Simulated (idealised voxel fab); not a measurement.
voxel transistor to metal: a process module
Shown is cross-section cut, with a width of 205 nm and square cells of size 5 nm.
Think of the cross-section as a grid of square cells. We describe it in bands, top to bottom, and each band covers one or more rows of those cells. Band: top height; bottom height; in nm. Then, left to right: material with width in nm, for each material. "throughout": a single material spanning edge to edge. "empty": empty space. Heights are reckoned from 0. Under this level, the received wafer is all of one material. The bottommost band is open-ended downward, for example "0..down". It should be noted that a width expressed as "30->40" varies in equal increments from row to row of cells within the band, taking the value of the first number at the top row and that of the second number at the bottom row. "everything unchanged" after a step means that no cell of the cross-section changed. Closed void catalog: empty space of 8 cells or more with no open way to the top, each as width x height at its distance from the left edge, in nm. Read whatever lies past the settings on a step's line as the simulator's own remark about the step. Each step line may optionally specify "overlay nm", which for a step with a mask gives the rightward distance between the mask's planned place and where it lay, a negative value indicating the leftward direction.

[The steps planned for the process are as follows]
1. RECEIVE | material Si
2. CONFORMAL_DEP | material SiO2 | thk nm 5
3. CONFORMAL_DEP | material SiN | thk nm 15
4. DIRECTIONAL_DEP | material aC | thk nm 15
5. PATTERN | tone cover | mask id ACTIVE | material resist | width nm 115 | thk nm 35 | overlay nm 0
6. DIRECTIONAL_ETCH | etch materials aC | depth nm 15
7. STRIP | etch materials resist
8. DIRECTIONAL_ETCH | etch materials SiN | depth nm 15
9. DIRECTIONAL_ETCH | etch materials SiO2 | depth nm 5
10. DIRECTIONAL_ETCH | etch materials Si | depth nm 30
11. STRIP | etch materials aC
12. OXIDIZE | depth nm 5
13. FILL_DEP | material SiO2 | thk nm 5
14. CMP | height nm 20
15. SELECTIVE_ETCH | etch materials SiO2 | depth nm 15
16. STRIP | etch materials SiN
17. SELECTIVE_ETCH | etch materials SiO2 | depth nm 5
18. OXIDIZE | depth nm 5
19. DIRECTIONAL_DEP | material polySi | thk nm 20
20. DIRECTIONAL_DEP | material SiCN | thk nm 15
21. PATTERN | tone cover | mask id GATE | material resist | width nm 25 | thk nm 20 | overlay nm 0
22. DIRECTIONAL_ETCH | etch materials SiCN | depth nm 25
23. DIRECTIONAL_ETCH | etch materials polySi | depth nm 30
24. STRIP | etch materials resist
25. CONFORMAL_DEP | material SiO2 | thk nm 5
26. DIRECTIONAL_ETCH | etch materials SiO2 | depth nm 5
27. CONFORMAL_DEP | material SiN | thk nm 5
28. DIRECTIONAL_ETCH | etch materials SiN | depth nm 5
29. DIRECTIONAL_ETCH | etch materials SiO2 | depth nm 5
30. DIRECTIONAL_ETCH | etch materials Si | depth nm 10
31. EPI | material pSi | thk nm 15
32. FILL_DEP | material SiO2 | thk nm 5
33. CMP | height nm 35
34. DIRECTIONAL_DEP | material SiO2 | thk nm 15
35. PATTERN | tone open | mask id CONTACT | material resist | width nm 20 | pitch nm 75 | thk nm 20 | overlay nm 0
36. DIRECTIONAL_ETCH | etch materials SiO2 | depth nm 50
37. STRIP | etch materials resist
38. CONFORMAL_DEP | material TiN | thk nm 5
39. FILL_DEP | material Ru | thk nm 5
40. CMP | height nm 50
41. CONFORMAL_DEP | material SiN | thk nm 5
42. DIRECTIONAL_DEP | material lowk | thk nm 15
43. PATTERN | tone open | mask id METAL_1 | material resist | width nm 20 | pitch nm 75 | thk nm 15 | overlay nm 0
44. DIRECTIONAL_ETCH | etch materials lowk | depth nm 15
45. DIRECTIONAL_ETCH | etch materials SiN | depth nm 5
46. STRIP | etch materials resist
47. CONFORMAL_DEP | material TiN | thk nm 5
48. FILL_DEP | material W | thk nm 5
49. CMP | height nm 70
50. CONFORMAL_DEP | material SiN | thk nm 5

[Cross-section: wafer on arrival = after step 1]
> 0..down  Si throughout
> Closed void catalog: none

[Below is the wafer in cross-section after the module was completed. It began from the starting point shown above and followed the plan shown above, except that one mistake was made while running it]
> 75..70  SiN throughout
> 70..55  55 nm lowk | 5 nm TiN | 10 nm W | 5 nm TiN | 55 nm lowk | 5 nm TiN | 10 nm W | 5 nm TiN | 55 nm lowk
> 55..50  55 nm SiN | 20 nm TiN | 55 nm SiN | 20 nm TiN | 55 nm SiN
> 50..35  55 nm SiO2 | 5 nm TiN | 10 nm Ru | 5 nm TiN | 55 nm SiO2 | 5 nm TiN | 10 nm Ru | 5 nm TiN | 55 nm SiO2
> 35..20  55 nm SiO2 | 5 nm TiN | 10 nm Ru | 5 nm TiN | 5 nm SiO2 | 5 nm SiN | 5 nm SiO2 | 25 nm SiCN | 5 nm SiO2 | 5 nm SiN | 5 nm SiO2 | 5 nm TiN | 10 nm Ru | 5 nm TiN | 55 nm SiO2
> 20..5  55 nm SiO2 | 5 nm TiN | 10 nm Ru | 5 nm TiN | 5 nm SiO2 | 5 nm SiN | 5 nm SiO2 | 25 nm polySi | 5 nm SiO2 | 5 nm SiN | 5 nm SiO2 | 5 nm TiN | 10 nm Ru | 5 nm TiN | 55 nm SiO2
> 5..0  55 nm SiO2 | 20 nm TiN | 5 nm SiO2 | 5 nm SiN | 5 nm SiO2 | 25 nm polySi | 5 nm SiO2 | 5 nm SiN | 5 nm SiO2 | 20 nm TiN | 55 nm SiO2
> 0..-5  45 nm pSi | 115 nm SiO2 | 45 nm pSi
> -5..-15  40 nm pSi | 125 nm SiO2 | 40 nm pSi
> -15..-35  40 nm Si | 125 nm SiO2 | 40 nm Si
> -35..down  Si throughout
> Closed void catalog: none
Processing error: step 5 was run on a setting that differed from the plan, and what really ran there is PATTERN | tone open | mask id ACTIVE | material resist | width nm 115 | thk nm 35 | overlay nm 0
